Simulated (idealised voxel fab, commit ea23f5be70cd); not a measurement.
Module name: voxel fin reveal (process module)
This is section cut - it's 280 nm across, gridded in 5 nm square cells.
Cross-section format: a grid of square cells, given as bands from top to bottom; each band is one or more rows of cells.
Top, bottom (nm), then materials left to right with widths (nm); lone material tagged "everywhere" fills the whole band edge to edge; "air" = empty space.
Ref level 0: as-received wafer is one material below here. Bottom band extends down with no lower bound ("0..down").
The expression "30->40" gives the width at the extremes of the band, the first number at its top row of cells and the second at its bottom row, with the width changing by equal amounts from each row to the next in between.
No cell of the cross-section changed in a step that is given as "identical to before".
The list in "Sealed-off cavities" covers empty spaces of 8 cells or more that cannot reach the top through any open way, and it gives each as width x height at distance; the distance is from the left edge, and width, height and distance are in nm.
after a step's settings: what the simulator itself notes on the step
On any step carrying a mask, the "overlay nm" setting, if present on the step's line, tells how far right of its planned place the mask lay; negative values point to the left.
### The process steps that were planned are listed below
1,RECEIVE | material Si
2,CONFORMAL_DEP | material SiN | thk nm 10
3,MASKED_ETCH | tone cover | mask id FINS | width nm 15 | pitch nm 40 | etch materials SiN | depth nm 10 | overlay nm 0
4,MASKED_ETCH | tone cover | mask id FINS | width nm 15 | pitch nm 40 | etch materials Si | depth nm 40 | overlay nm 0
5,FILL_DEP | material SiO2 | thk nm 5
6,CMP | height nm 10
7,SELECTIVE_ETCH | etch materials SiO2 | depth nm 40
8,STRIP | etch materials SiN
### Here's what the wafer looked like in cross-section when it arrived - that's after step 1
    0..down = Si everywhere
    Sealed-off cavities: none
### First wafer of two, sectioned at end of module; run went per plan
    0..-30 = 70 of air | 15 of Si | 25 of air | 15 of Si | 25 of air | 15 of Si | 25 of air | 15 of Si | 75 of air
    -30..-40 = 70 of SiO2 | 15 of Si | 25 of SiO2 | 15 of Si | 25 of SiO2 | 15 of Si | 25 of SiO2 | 15 of Si | 75 of SiO2
    -40..down = Si everywhere
    Sealed-off cavities: none
### Cross-sectional view of the second of two wafers upon completion of the module. This wafer shared its starting condition and process plan with the first; one error was made during its execution
    10..0 = 70 of air | 15 of SiN | 25 of air | 15 of SiN | 25 of air | 15 of SiN | 25 of air | 15 of SiN | 75 of air
    0..-30 = 70 of air | 15 of Si | 25 of air | 15 of Si | 25 of air | 15 of Si | 25 of air | 15 of Si | 75 of air
    -30..-40 = 70 of SiO2 | 15 of Si | 25 of SiO2 | 15 of Si | 25 of SiO2 | 15 of Si | 25 of SiO2 | 15 of Si | 75 of SiO2
    -40..down = Si everywhere
    Sealed-off cavities: none
Error vs. plan: not run: step 8 of the plan (skipped)
At the finish, the second wafer shows more or fewer cells for some materials than the first does: SiN +24
